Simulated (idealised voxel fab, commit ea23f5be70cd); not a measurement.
process module | voxel quadruple lines
cross-section cut | 290 nm wide | cells 5 nm
A cross-section is a grid of square cells, given in bands from the top down. A band is one or more rows of cells.
Each band's line starts with the height of the band's top and of its bottom, in nm. Then come its materials from left to right, each with its width in nm. One material with "throughout" fills the band from edge to edge. "air" is empty space.
Height 0 is the level under which the wafer as received is all one material. The lowest band goes on downwards, as in "0 down".
A width such as "30 to 40" changes by the same amount from each row of cells to the next, from the band's top row to its bottom row.
"no change" after a step means that no cell of the cross-section changed.
closed voids: empty space of 8 cells or more with no open way to the top, each as width x height at its distance from the left edge, in nm
after a step's settings: what the simulator itself notes on the step
overlay nm, on a step with a mask: how far to the right of its planned place the mask lay; to the left if negative
plan
1 op RECEIVE | material Si
2 op CONFORMAL_DEP | material SiO2 | thk nm 10
3 op DIRECTIONAL_DEP | material TiN | thk nm 15
4 op DIRECTIONAL_DEP | material polySi | thk nm 20
5 op DIRECTIONAL_DEP | material aC | thk nm 20
6 op PATTERN | tone cover | mask id MANDREL | material resist | width nm 35 | thk nm 25 | overlay nm 0
7 op DIRECTIONAL_ETCH | etch materials aC | depth nm 20
8 op STRIP | etch materials resist
9 op CONFORMAL_DEP | material SiO2 | thk nm 15
10 op DIRECTIONAL_ETCH | etch materials SiO2 | depth nm 15
11 op STRIP | etch materials aC
12 op DIRECTIONAL_ETCH | etch materials polySi | depth nm 20
13 op STRIP | etch materials SiO2
14 op CONFORMAL_DEP | material SiN | thk nm 10
15 op DIRECTIONAL_ETCH | etch materials SiN | depth nm 10
16 op STRIP | etch materials polySi
17 op DIRECTIONAL_ETCH | etch materials TiN | depth nm 15
18 op STRIP | etch materials SiN
19 op FILL_DEP | material lowk | thk nm 10
20 op CMP | height nm 25
first wafer, as planned
as received, after step 1
  0 down: Si throughout
  closed voids: none
after step 2
  10 to 0: SiO2 throughout
  below 0: unchanged
after step 3
  25 to 10: TiN throughout
  below 10: unchanged
after step 4
  45 to 25: polySi throughout
  below 25: unchanged
after step 5
  65 to 45: aC throughout
  below 45: unchanged
after step 6
  90 to 65: air 125 | resist 35 | air 130
  below 65: unchanged
after step 7
  70 to 65: air 125 | resist 35 | air 130
  65 to 45: air 125 | aC 35 | air 130
  below 45: unchanged
after step 8
  65 to 45: air 125 | aC 35 | air 130
  below 45: unchanged
after step 9
  80 to 65: air 110 | SiO2 65 | air 115
  65 to 60: air 110 | SiO2 15 | aC 35 | SiO2 15 | air 115
  60 to 45: SiO2 125 | aC 35 | SiO2 130
  below 45: unchanged
after step 10
  65 to 45: air 110 | SiO2 15 | aC 35 | SiO2 15 | air 115
  below 45: unchanged
after step 11
  65 to 45: air 110 | SiO2 15 | air 35 | SiO2 15 | air 115
  below 45: unchanged
after step 12
  65 to 45: air 110 | SiO2 15 | air 35 | SiO2 15 | air 115
  45 to 25: air 110 | polySi 15 | air 35 | polySi 15 | air 115
  below 25: unchanged
after step 13
  45 to 25: air 110 | polySi 15 | air 35 | polySi 15 | air 115
  below 25: unchanged
after step 14
  55 to 45: air 100 | SiN 35 | air 15 | SiN 35 | air 105
  45 to 35: air 100 | SiN 10 | polySi 15 | SiN 10 | air 15 | SiN 10 | polySi 15 | SiN 10 | air 105
  35 to 25: SiN 110 | polySi 15 | SiN 35 | polySi 15 | SiN 115
  below 25: unchanged
after step 15
  45 to 25: air 100 | SiN 10 | polySi 15 | SiN 10 | air 15 | SiN 10 | polySi 15 | SiN 10 | air 105
  below 25: unchanged
after step 16
  45 to 25: air 100 | SiN 10 | air 15 | SiN 10 | air 15 | SiN 10 | air 15 | SiN 10 | air 105
  below 25: unchanged
after step 17
  45 to 25: air 100 | SiN 10 | air 15 | SiN 10 | air 15 | SiN 10 | air 15 | SiN 10 | air 105
  25 to 10: air 100 | TiN 10 | air 15 | TiN 10 | air 15 | TiN 10 | air 15 | TiN 10 | air 105
  below 10: unchanged
after step 18
  25 to 10: air 100 | TiN 10 | air 15 | TiN 10 | air 15 | TiN 10 | air 15 | TiN 10 | air 105
  below 10: unchanged
after step 19
  35 to 25: lowk throughout
  25 to 10: lowk 100 | TiN 10 | lowk 15 | TiN 10 | lowk 15 | TiN 10 | lowk 15 | TiN 10 | lowk 105
  below 10: unchanged
after step 20
  25 to 10: lowk 100 | TiN 10 | lowk 15 | TiN 10 | lowk 15 | TiN 10 | lowk 15 | TiN 10 | lowk 105
  below 10: unchanged
second wafer: like start, like plan, one mistake. Through step 2 it matches the first wafer
when step 3 should have ended
  25 to 10: aC throughout
  below 10: unchanged
when step 4 should have ended
  45 to 25: polySi throughout
  below 25: unchanged
when step 5 should have ended
  65 to 45: aC throughout
  below 45: unchanged
when step 6 should have ended
  90 to 65: air 125 | resist 35 | air 130
  below 65: unchanged
when step 7 should have ended
  70 to 65: air 125 | resist 35 | air 130
  65 to 45: air 125 | aC 35 | air 130
  below 45: unchanged
when step 8 should have ended
  65 to 45: air 125 | aC 35 | air 130
  below 45: unchanged
when step 9 should have ended
  80 to 65: air 110 | SiO2 65 | air 115
  65 to 60: air 110 | SiO2 15 | aC 35 | SiO2 15 | air 115
  60 to 45: SiO2 125 | aC 35 | SiO2 130
  below 45: unchanged
when step 10 should have ended
  65 to 45: air 110 | SiO2 15 | aC 35 | SiO2 15 | air 115
  below 45: unchanged
when step 11 should have ended
  65 to 45: air 110 | SiO2 15 | air 35 | SiO2 15 | air 115
  below 45: unchanged
when step 12 should have ended
  65 to 45: air 110 | SiO2 15 | air 35 | SiO2 15 | air 115
  45 to 25: air 110 | polySi 15 | air 35 | polySi 15 | air 115
  below 25: unchanged
when step 13 should have ended
  45 to 25: air 110 | polySi 15 | air 35 | polySi 15 | air 115
  below 25: unchanged
when step 14 should have ended
  55 to 45: air 100 | SiN 35 | air 15 | SiN 35 | air 105
  45 to 35: air 100 | SiN 10 | polySi 15 | SiN 10 | air 15 | SiN 10 | polySi 15 | SiN 10 | air 105
  35 to 25: SiN 110 | polySi 15 | SiN 35 | polySi 15 | SiN 115
  below 25: unchanged
when step 15 should have ended
  45 to 25: air 100 | SiN 10 | polySi 15 | SiN 10 | air 15 | SiN 10 | polySi 15 | SiN 10 | air 105
  below 25: unchanged
when step 16 should have ended
  45 to 25: air 100 | SiN 10 | air 15 | SiN 10 | air 15 | SiN 10 | air 15 | SiN 10 | air 105
  below 25: unchanged
when step 17 should have ended: no change
when step 18 should have ended
  25 to 10: aC throughout
  below 10: unchanged
when step 19 should have ended
  35 to 25: lowk throughout
  below 25: unchanged
when step 20 should have ended
  25 to 10: aC throughout
  below 10: unchanged
what went wrong: step 3 ran as: op DIRECTIONAL_DEP | material aC | thk nm 15
at the end the second wafer has, in cells: 24 fewer of TiN | 174 more of aC | 150 fewer of lowk
